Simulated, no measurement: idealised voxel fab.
The name of this process module is voxel self aligned contacts.
Section cut is 160 nm wide and gridded with 5 nm square cells.
When this document writes out a cross-section, it uses a grid of square cells and lists it as bands, beginning at the top and moving down, with a band standing for one or more rows of cells. What a band's entry tells you: where the top is and where the bottom is, as heights in nm, and after that what lies inside, material by material from left to right, each with its width in nm. Empty space is written as the word "blank", and a single material marked with the word "edge to edge" occupies the band from edge to edge. It should be noted that heights are counted from 0, beneath which the wafer as supplied is of one material throughout, and that the lowest band possesses no lower boundary but continues downward, as written in "0 -> down". Read "30->40" as a graded width: first number on top, second number at the bottom, same change between each pair of neighbouring rows. Where the words "nothing altered" appear for a step, the cross-section shows no cell changed by that step; every cell remained as before. Entry "Enclosed internal cavities". Content: empty spaces with no open connection to the top, size 8 cells or greater. Each: width x height at distance. Distance: from left edge. Unit: nm. after a step's settings: what the simulator itself notes on the step. "overlay nm" denotes, for a step that has a mask, the displacement of the mask to the right of its planned place, with negative values corresponding to the left.
Process steps foreseen in the plan:
1. RECEIVE [material Si]
2. OXIDIZE [depth nm 5]
3. DIRECTIONAL_DEP [material polySi] [thk nm 30]
4. DIRECTIONAL_DEP [material SiN] [thk nm 25]
5. PATTERN [tone cover] [mask id GATE] [material resist] [width nm 35] [pitch nm 70] [thk nm 20] [overlay nm 0]
6. DIRECTIONAL_ETCH [etch materials SiN] [depth nm 25]
7. DIRECTIONAL_ETCH [etch materials polySi] [depth nm 30]
8. STRIP [etch materials resist]
9. CONFORMAL_DEP [material SiN] [thk nm 10]
10. DIRECTIONAL_ETCH [etch materials SiN] [depth nm 10]
11. FILL_DEP [material SiO2] [thk nm 15]
12. CMP [height nm 65]
13. DIRECTIONAL_DEP [material aC] [thk nm 15]
14. PATTERN [tone open] [mask id CONTACT] [material resist] [width nm 45] [thk nm 35] [overlay nm 0]
15. DIRECTIONAL_ETCH [etch materials aC] [depth nm 15]
16. STRIP [etch materials resist]
17. DIRECTIONAL_ETCH [etch materials SiO2] [depth nm 70]
18. STRIP [etch materials aC]
19. CONFORMAL_DEP [material TiN] [thk nm 5]
20. FILL_DEP [material W] [thk nm 10]
21. CMP [height nm 65]
22. CONFORMAL_DEP [material SiN] [thk nm 5]
The first of a set of two wafers, run to plan:
Incoming wafer in cross-section (state: after step 1):
- 0 -> down | Si edge to edge
- Enclosed internal cavities: none
Wafer section view after processing step 2:
- 0 -> -5 | SiO2 edge to edge
- Note: structure below -5 unchanged.
Wafer section view after processing step 3:
- 30 -> 0 | polySi edge to edge
- Note: structure below 0 unchanged.
Wafer section view after processing step 4:
- 55 -> 30 | SiN edge to edge
- Note: structure below 30 unchanged.
Wafer section view after processing step 5:
- 75 -> 55 | 25 blank; 35 resist; 35 blank; 35 resist; 30 blank
- Note: structure below 55 unchanged.
Wafer section view after processing step 6:
- 75 -> 55 | 25 blank; 35 resist; 35 blank; 35 resist; 30 blank
- 55 -> 30 | 25 blank; 35 SiN; 35 blank; 35 SiN; 30 blank
- Note: structure below 30 unchanged.
Wafer section view after processing step 7:
- 75 -> 55 | 25 blank; 35 resist; 35 blank; 35 resist; 30 blank
- 55 -> 30 | 25 blank; 35 SiN; 35 blank; 35 SiN; 30 blank
- 30 -> 0 | 25 blank; 35 polySi; 35 blank; 35 polySi; 30 blank
- Note: structure below 0 unchanged.
Wafer section view after processing step 8:
- 55 -> 30 | 25 blank; 35 SiN; 35 blank; 35 SiN; 30 blank
- Note: structure below 30 unchanged.
Wafer section view after processing step 9:
- 65 -> 30 | 15 blank; 55 SiN; 15 blank; 55 SiN; 20 blank
- 30 -> 10 | 15 blank; 10 SiN; 35 polySi; 10 SiN; 15 blank; 10 SiN; 35 polySi; 10 SiN; 20 blank
- 10 -> 0 | 25 SiN; 35 polySi; 35 SiN; 35 polySi; 30 SiN
- Note: structure below 0 unchanged.
Wafer section view after processing step 10:
- 55 -> 30 | 15 blank; 55 SiN; 15 blank; 55 SiN; 20 blank
- 30 -> 0 | 15 blank; 10 SiN; 35 polySi; 10 SiN; 15 blank; 10 SiN; 35 polySi; 10 SiN; 20 blank
- Note: structure below 0 unchanged.
Wafer section view after processing step 11:
- 70 -> 55 | SiO2 edge to edge
- 55 -> 30 | 15 SiO2; 55 SiN; 15 SiO2; 55 SiN; 20 SiO2
- 30 -> 0 | 15 SiO2; 10 SiN; 35 polySi; 10 SiN; 15 SiO2; 10 SiN; 35 polySi; 10 SiN; 20 SiO2
- Note: structure below 0 unchanged.
Wafer section view after processing step 12:
- 65 -> 55 | SiO2 edge to edge
- Note: structure below 55 unchanged.
Wafer section view after processing step 13:
- 80 -> 65 | aC edge to edge
- Note: structure below 65 unchanged.
Wafer section view after processing step 14:
- 115 -> 80 | 55 resist; 45 blank; 60 resist
- Note: structure below 80 unchanged.
Wafer section view after processing step 15:
- 100 -> 80 | 55 resist; 45 blank; 60 resist
- 80 -> 65 | 55 aC; 45 blank; 60 aC
- Note: structure below 65 unchanged.
Wafer section view after processing step 16:
- 80 -> 65 | 55 aC; 45 blank; 60 aC
- Note: structure below 65 unchanged.
Wafer section view after processing step 17:
- 80 -> 65 | 55 aC; 45 blank; 60 aC
- 65 -> 55 | 55 SiO2; 45 blank; 60 SiO2
- 55 -> 30 | 15 SiO2; 55 SiN; 15 blank; 55 SiN; 20 SiO2
- 30 -> 0 | 15 SiO2; 10 SiN; 35 polySi; 10 SiN; 15 blank; 10 SiN; 35 polySi; 10 SiN; 20 SiO2
- 0 -> -5 | 70 SiO2; 15 blank; 75 SiO2
- Note: structure below -5 unchanged.
Wafer section view after processing step 18:
- 65 -> 55 | 55 SiO2; 45 blank; 60 SiO2
- Note: structure below 55 unchanged.
Wafer section view after processing step 19:
- 70 -> 65 | 60 TiN; 35 blank; 65 TiN
- 65 -> 55 | 55 SiO2; 5->20 TiN; 35->5 blank; 5->20 TiN; 60 SiO2
- 55 -> 30 | 15 SiO2; 55 SiN; 5 TiN; 5 blank; 5 TiN; 55 SiN; 20 SiO2
- 30 -> 0 | 15 SiO2; 10 SiN; 35 polySi; 10 SiN; 5 TiN; 5 blank; 5 TiN; 10 SiN; 35 polySi; 10 SiN; 20 SiO2
- 0 -> -5 | 70 SiO2; 15 TiN; 75 SiO2
- Note: structure below -5 unchanged.
Wafer section view after processing step 20:
- 80 -> 70 | W edge to edge
- 70 -> 65 | 60 TiN; 35 W; 65 TiN
- 65 -> 55 | 55 SiO2; 5->20 TiN; 35->5 W; 5->20 TiN; 60 SiO2
- 55 -> 30 | 15 SiO2; 55 SiN; 5 TiN; 5 W; 5 TiN; 55 SiN; 20 SiO2
- 30 -> 0 | 15 SiO2; 10 SiN; 35 polySi; 10 SiN; 5 TiN; 5 W; 5 TiN; 10 SiN; 35 polySi; 10 SiN; 20 SiO2
- Note: structure below 0 unchanged.
Wafer section view after processing step 21:
- 65 -> 55 | 55 SiO2; 5->20 TiN; 35->5 W; 5->20 TiN; 60 SiO2
- Note: structure below 55 unchanged.
Wafer section view after processing step 22:
- 70 -> 65 | SiN edge to edge
- Note: structure below 65 unchanged.
Second Wafer (Identical Start and Plan, One Processing Error; Matches First Wafer Through Step 1):
Second wafer profile in section, at the moment step 2 of the plan was meant to be complete: nothing altered
Second wafer profile in section, at the moment step 3 of the plan was meant to be complete:
- 30 -> 0 | polySi edge to edge
- Note: structure below 0 unchanged.
Second wafer profile in section, at the moment step 4 of the plan was meant to be complete:
- 55 -> 30 | SiN edge to edge
- Note: structure below 30 unchanged.
Second wafer profile in section, at the moment step 5 of the plan was meant to be complete:
- 75 -> 55 | 25 blank; 35 resist; 35 blank; 35 resist; 30 blank
- Note: structure below 55 unchanged.
Second wafer profile in section, at the moment step 6 of the plan was meant to be complete:
- 75 -> 55 | 25 blank; 35 resist; 35 blank; 35 resist; 30 blank
- 55 -> 30 | 25 blank; 35 SiN; 35 blank; 35 SiN; 30 blank
- Note: structure below 30 unchanged.
Second wafer profile in section, at the moment step 7 of the plan was meant to be complete:
- 75 -> 55 | 25 blank; 35 resist; 35 blank; 35 resist; 30 blank
- 55 -> 30 | 25 blank; 35 SiN; 35 blank; 35 SiN; 30 blank
- 30 -> 0 | 25 blank; 35 polySi; 35 blank; 35 polySi; 30 blank
- Note: structure below 0 unchanged.
Second wafer profile in section, at the moment step 8 of the plan was meant to be complete:
- 55 -> 30 | 25 blank; 35 SiN; 35 blank; 35 SiN; 30 blank
- Note: structure below 30 unchanged.
Second wafer profile in section, at the moment step 9 of the plan was meant to be complete:
- 65 -> 30 | 15 blank; 55 SiN; 15 blank; 55 SiN; 20 blank
- 30 -> 10 | 15 blank; 10 SiN; 35 polySi; 10 SiN; 15 blank; 10 SiN; 35 polySi; 10 SiN; 20 blank
- 10 -> 0 | 25 SiN; 35 polySi; 35 SiN; 35 polySi; 30 SiN
- Note: structure below 0 unchanged.
Second wafer profile in section, at the moment step 10 of the plan was meant to be complete:
- 55 -> 30 | 15 blank; 55 SiN; 15 blank; 55 SiN; 20 blank
- 30 -> 0 | 15 blank; 10 SiN; 35 polySi; 10 SiN; 15 blank; 10 SiN; 35 polySi; 10 SiN; 20 blank
- Note: structure below 0 unchanged.
Second wafer profile in section, at the moment step 11 of the plan was meant to be complete:
- 70 -> 55 | SiO2 edge to edge
- 55 -> 30 | 15 SiO2; 55 SiN; 15 SiO2; 55 SiN; 20 SiO2
- 30 -> 0 | 15 SiO2; 10 SiN; 35 polySi; 10 SiN; 15 SiO2; 10 SiN; 35 polySi; 10 SiN; 20 SiO2
- Note: structure below 0 unchanged.
Second wafer profile in section, at the moment step 12 of the plan was meant to be complete:
- 65 -> 55 | SiO2 edge to edge
- Note: structure below 55 unchanged.
Second wafer profile in section, at the moment step 13 of the plan was meant to be complete:
- 80 -> 65 | aC edge to edge
- Note: structure below 65 unchanged.
Second wafer profile in section, at the moment step 14 of the plan was meant to be complete:
- 115 -> 80 | 55 resist; 45 blank; 60 resist
- Note: structure below 80 unchanged.
Second wafer profile in section, at the moment step 15 of the plan was meant to be complete:
- 100 -> 80 | 55 resist; 45 blank; 60 resist
- 80 -> 65 | 55 aC; 45 blank; 60 aC
- Note: structure below 65 unchanged.
Second wafer profile in section, at the moment step 16 of the plan was meant to be complete:
- 80 -> 65 | 55 aC; 45 blank; 60 aC
- Note: structure below 65 unchanged.
Second wafer profile in section, at the moment step 17 of the plan was meant to be complete:
- 80 -> 65 | 55 aC; 45 blank; 60 aC
- 65 -> 55 | 55 SiO2; 45 blank; 60 SiO2
- 55 -> 30 | 15 SiO2; 55 SiN; 15 blank; 55 SiN; 20 SiO2
- 30 -> 0 | 15 SiO2; 10 SiN; 35 polySi; 10 SiN; 15 blank; 10 SiN; 35 polySi; 10 SiN; 20 SiO2
- Note: structure below 0 unchanged.
Second wafer profile in section, at the moment step 18 of the plan was meant to be complete:
- 65 -> 55 | 55 SiO2; 45 blank; 60 SiO2
- Note: structure below 55 unchanged.
Second wafer profile in section, at the moment step 19 of the plan was meant to be complete:
- 70 -> 65 | 60 TiN; 35 blank; 65 TiN
- 65 -> 55 | 55 SiO2; 5->20 TiN; 35->5 blank; 5->20 TiN; 60 SiO2
- 55 -> 30 | 15 SiO2; 55 SiN; 5 TiN; 5 blank; 5 TiN; 55 SiN; 20 SiO2
- 30 -> 5 | 15 SiO2; 10 SiN; 35 polySi; 10 SiN; 5 TiN; 5 blank; 5 TiN; 10 SiN; 35 polySi; 10 SiN; 20 SiO2
- 5 -> 0 | 15 SiO2; 10 SiN; 35 polySi; 10 SiN; 15 TiN; 10 SiN; 35 polySi; 10 SiN; 20 SiO2
- Note: structure below 0 unchanged.
Second wafer profile in section, at the moment step 20 of the plan was meant to be complete:
- 80 -> 70 | W edge to edge
- 70 -> 65 | 60 TiN; 35 W; 65 TiN
- 65 -> 55 | 55 SiO2; 5->20 TiN; 35->5 W; 5->20 TiN; 60 SiO2
- 55 -> 30 | 15 SiO2; 55 SiN; 5 TiN; 5 W; 5 TiN; 55 SiN; 20 SiO2
- 30 -> 5 | 15 SiO2; 10 SiN; 35 polySi; 10 SiN; 5 TiN; 5 W; 5 TiN; 10 SiN; 35 polySi; 10 SiN; 20 SiO2
- Note: structure below 5 unchanged.
Second wafer profile in section, at the moment step 21 of the plan was meant to be complete:
- 65 -> 55 | 55 SiO2; 5->20 TiN; 35->5 W; 5->20 TiN; 60 SiO2
- Note: structure below 55 unchanged.
Second wafer profile in section, at the moment step 22 of the plan was meant to be complete:
- 70 -> 65 | SiN edge to edge
- Note: structure below 65 unchanged.
Finding, execution versus plan: step 2 of the plan got skipped, so it never ran
Final cells, second wafer relative to first, materials higher or lower: Si: 32 more | SiO2: 29 fewer | TiN: 2 fewer | W: 1 fewer
